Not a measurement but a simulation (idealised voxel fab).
Proc. module: voxel ribs on slabs
Cross-section cut: width 285 nm, square cells of 5 nm.
Think of the cross-section as a grid of square cells. We describe it in bands, top to bottom, and each band covers one or more rows of those cells. The band entry comprises the height of the band's top followed by the height of its bottom, expressed in nm, and subsequently the band's materials from left to right, each stated together with its width in nm. Where a single material is marked with the word "everywhere", that material fills the band from edge to edge. The word "air" represents empty space. Heights from 0 (as-received wafer is one material below). Bottom band endless downward, as "0 and below". Think of "30->40" as a width that walks from the first number to the second as you go down the band, top row to bottom row, taking equal-sized steps from row to row. No cell of the cross-section changed in a step that is given as "nothing was modified". Any empty space of 8 cells or more lacking an open way to the top shows up in "Closed void table" as width x height at distance, distance from the left edge, in nm. Anything after a step's settings on that line? It's the simulator's own note about the step. What "overlay nm" on a step's line means: if the step has a mask, that mask lay this far to the right of its planned place, or, when the value is negative, to the left.

[Process steps (planned)]
1. RECEIVE,material Si
2. DIRECTIONAL_DEP,material SiO2,thk nm 20
3. DIRECTIONAL_DEP,material polySi,thk nm 25
4. DIRECTIONAL_DEP,material aC,thk nm 15
5. PATTERN,tone cover,mask id RIB,material resist,width nm 20,thk nm 35,overlay nm 0
6. DIRECTIONAL_ETCH,etch materials aC,depth nm 15
7. STRIP,etch materials resist
8. DIRECTIONAL_ETCH,etch materials polySi,depth nm 20
9. STRIP,etch materials aC
10. MASKED_ETCH,tone cover,mask id SLAB,width nm 60,etch materials polySi,depth nm 5,overlay nm 0
11. FILL_DEP,material SiO2,thk nm 25
12. CMP,height nm 60
13. DIRECTIONAL_DEP,material W,thk nm 10
14. DIRECTIONAL_DEP,material aC,thk nm 15
15. PATTERN,tone cover,mask id HEATER,material resist,width nm 30,thk nm 35,overlay nm 0
16. DIRECTIONAL_ETCH,etch materials aC,depth nm 15
17. STRIP,etch materials resist
18. DIRECTIONAL_ETCH,etch materials W,depth nm 10
19. STRIP,etch materials aC
20. CONFORMAL_DEP,material SiO2,thk nm 10

[Run as planned: first of two wafers]

[Cross-section of the wafer at receipt, which is the condition after step 1]
- 0 and below | Si everywhere
- Closed void table: none

[Cross-section of the wafer subsequent to step 2]
- 20 down to 0 | SiO2 everywhere
- Beneath the level 0, the cross-section is identical to its previous state.

[Cross-section of the wafer subsequent to step 3]
- 45 down to 20 | polySi everywhere
- Beneath the level 20, the cross-section is identical to its previous state.

[Cross-section of the wafer subsequent to step 4]
- 60 down to 45 | aC everywhere
- Beneath the level 45, the cross-section is identical to its previous state.

[Cross-section of the wafer subsequent to step 5]
- 95 down to 60 | 130 nm air, then 20 nm resist, then 135 nm air
- Beneath the level 60, the cross-section is identical to its previous state.

[Cross-section of the wafer subsequent to step 6]
- 80 down to 60 | 130 nm air, then 20 nm resist, then 135 nm air
- 60 down to 45 | 130 nm air, then 20 nm aC, then 135 nm air
- Beneath the level 45, the cross-section is identical to its previous state.

[Cross-section of the wafer subsequent to step 7]
- 60 down to 45 | 130 nm air, then 20 nm aC, then 135 nm air
- Beneath the level 45, the cross-section is identical to its previous state.

[Cross-section of the wafer subsequent to step 8]
- 60 down to 45 | 130 nm air, then 20 nm aC, then 135 nm air
- 45 down to 25 | 130 nm air, then 20 nm polySi, then 135 nm air
- Beneath the level 25, the cross-section is identical to its previous state.

[Cross-section of the wafer subsequent to step 9]
- 45 down to 25 | 130 nm air, then 20 nm polySi, then 135 nm air
- Beneath the level 25, the cross-section is identical to its previous state.

[Cross-section of the wafer subsequent to step 10]
- 45 down to 25 | 130 nm air, then 20 nm polySi, then 135 nm air
- 25 down to 20 | 110 nm air, then 60 nm polySi, then 115 nm air
- Beneath the level 20, the cross-section is identical to its previous state.

[Cross-section of the wafer subsequent to step 11]
- 70 down to 45 | SiO2 everywhere
- 45 down to 25 | 130 nm SiO2, then 20 nm polySi, then 135 nm SiO2
- 25 down to 20 | 110 nm SiO2, then 60 nm polySi, then 115 nm SiO2
- Beneath the level 20, the cross-section is identical to its previous state.

[Cross-section of the wafer subsequent to step 12]
- 60 down to 45 | SiO2 everywhere
- Beneath the level 45, the cross-section is identical to its previous state.

[Cross-section of the wafer subsequent to step 13]
- 70 down to 60 | W everywhere
- Beneath the level 60, the cross-section is identical to its previous state.

[Cross-section of the wafer subsequent to step 14]
- 85 down to 70 | aC everywhere
- Beneath the level 70, the cross-section is identical to its previous state.

[Cross-section of the wafer subsequent to step 15]
- 120 down to 85 | 125 nm air, then 30 nm resist, then 130 nm air
- Beneath the level 85, the cross-section is identical to its previous state.

[Cross-section of the wafer subsequent to step 16]
- 105 down to 85 | 125 nm air, then 30 nm resist, then 130 nm air
- 85 down to 70 | 125 nm air, then 30 nm aC, then 130 nm air
- Beneath the level 70, the cross-section is identical to its previous state.

[Cross-section of the wafer subsequent to step 17]
- 85 down to 70 | 125 nm air, then 30 nm aC, then 130 nm air
- Beneath the level 70, the cross-section is identical to its previous state.

[Cross-section of the wafer subsequent to step 18]
- 85 down to 70 | 125 nm air, then 30 nm aC, then 130 nm air
- 70 down to 60 | 125 nm air, then 30 nm W, then 130 nm air
- Beneath the level 60, the cross-section is identical to its previous state.

[Cross-section of the wafer subsequent to step 19]
- 70 down to 60 | 125 nm air, then 30 nm W, then 130 nm air
- Beneath the level 60, the cross-section is identical to its previous state.

[Cross-section of the wafer subsequent to step 20]
- 80 down to 70 | 115 nm air, then 50 nm SiO2, then 120 nm air
- 70 down to 60 | 125 nm SiO2, then 30 nm W, then 130 nm SiO2
- Beneath the level 60, the cross-section is identical to its previous state.

[Second wafer - shared start and plan with the first - one error in running - same as the first up to step 2 inclusive]

[Second wafer, section view, time point: scheduled end of step 3]
- 35 down to 20 | aC everywhere
- Beneath the level 20, the cross-section is identical to its previous state.

[Second wafer, section view, time point: scheduled end of step 4]
- 60 down to 35 | polySi everywhere
- Beneath the level 35, the cross-section is identical to its previous state.

[Second wafer, section view, time point: scheduled end of step 5]
- 95 down to 60 | 130 nm air, then 20 nm resist, then 135 nm air
- Beneath the level 60, the cross-section is identical to its previous state.

[Second wafer, section view, time point: scheduled end of step 6]
- 80 down to 60 | 130 nm air, then 20 nm resist, then 135 nm air
- Beneath the level 60, the cross-section is identical to its previous state.

[Second wafer, section view, time point: scheduled end of step 7]
- 60 down to 35 | polySi everywhere
- Beneath the level 35, the cross-section is identical to its previous state.

[Second wafer, section view, time point: scheduled end of step 8]
- 40 down to 35 | polySi everywhere
- Beneath the level 35, the cross-section is identical to its previous state.

Second wafer, section view, time point: scheduled end of step 9: nothing was modified

[Second wafer, section view, time point: scheduled end of step 10]
- 40 down to 35 | 110 nm air, then 60 nm polySi, then 115 nm air
- Beneath the level 35, the cross-section is identical to its previous state.

[Second wafer, section view, time point: scheduled end of step 11]
- 65 down to 40 | SiO2 everywhere
- 40 down to 35 | 110 nm SiO2, then 60 nm polySi, then 115 nm SiO2
- Beneath the level 35, the cross-section is identical to its previous state.

[Second wafer, section view, time point: scheduled end of step 12]
- 60 down to 40 | SiO2 everywhere
- Beneath the level 40, the cross-section is identical to its previous state.

[Second wafer, section view, time point: scheduled end of step 13]
- 70 down to 60 | W everywhere
- Beneath the level 60, the cross-section is identical to its previous state.

[Second wafer, section view, time point: scheduled end of step 14]
- 85 down to 70 | aC everywhere
- Beneath the level 70, the cross-section is identical to its previous state.

[Second wafer, section view, time point: scheduled end of step 15]
- 120 down to 85 | 125 nm air, then 30 nm resist, then 130 nm air
- Beneath the level 85, the cross-section is identical to its previous state.

[Second wafer, section view, time point: scheduled end of step 16]
- 105 down to 85 | 125 nm air, then 30 nm resist, then 130 nm air
- 85 down to 70 | 125 nm air, then 30 nm aC, then 130 nm air
- Beneath the level 70, the cross-section is identical to its previous state.

[Second wafer, section view, time point: scheduled end of step 17]
- 85 down to 70 | 125 nm air, then 30 nm aC, then 130 nm air
- Beneath the level 70, the cross-section is identical to its previous state.

[Second wafer, section view, time point: scheduled end of step 18]
- 85 down to 70 | 125 nm air, then 30 nm aC, then 130 nm air
- 70 down to 60 | 125 nm air, then 30 nm W, then 130 nm air
- Beneath the level 60, the cross-section is identical to its previous state.

[Second wafer, section view, time point: scheduled end of step 19]
- 70 down to 60 | 125 nm air, then 30 nm W, then 130 nm air
- Beneath the level 60, the cross-section is identical to its previous state.

[Second wafer, section view, time point: scheduled end of step 20]
- 80 down to 70 | 115 nm air, then 50 nm SiO2, then 120 nm air
- 70 down to 60 | 125 nm SiO2, then 30 nm W, then 130 nm SiO2
- Beneath the level 60, the cross-section is identical to its previous state.
Processing error: steps 3 and 4 traded places in the executed sequence
End of process, cell counts, second wafer against first, materials with more or fewer: 155 fewer of SiO2; 171 more of aC; 16 fewer of polySi
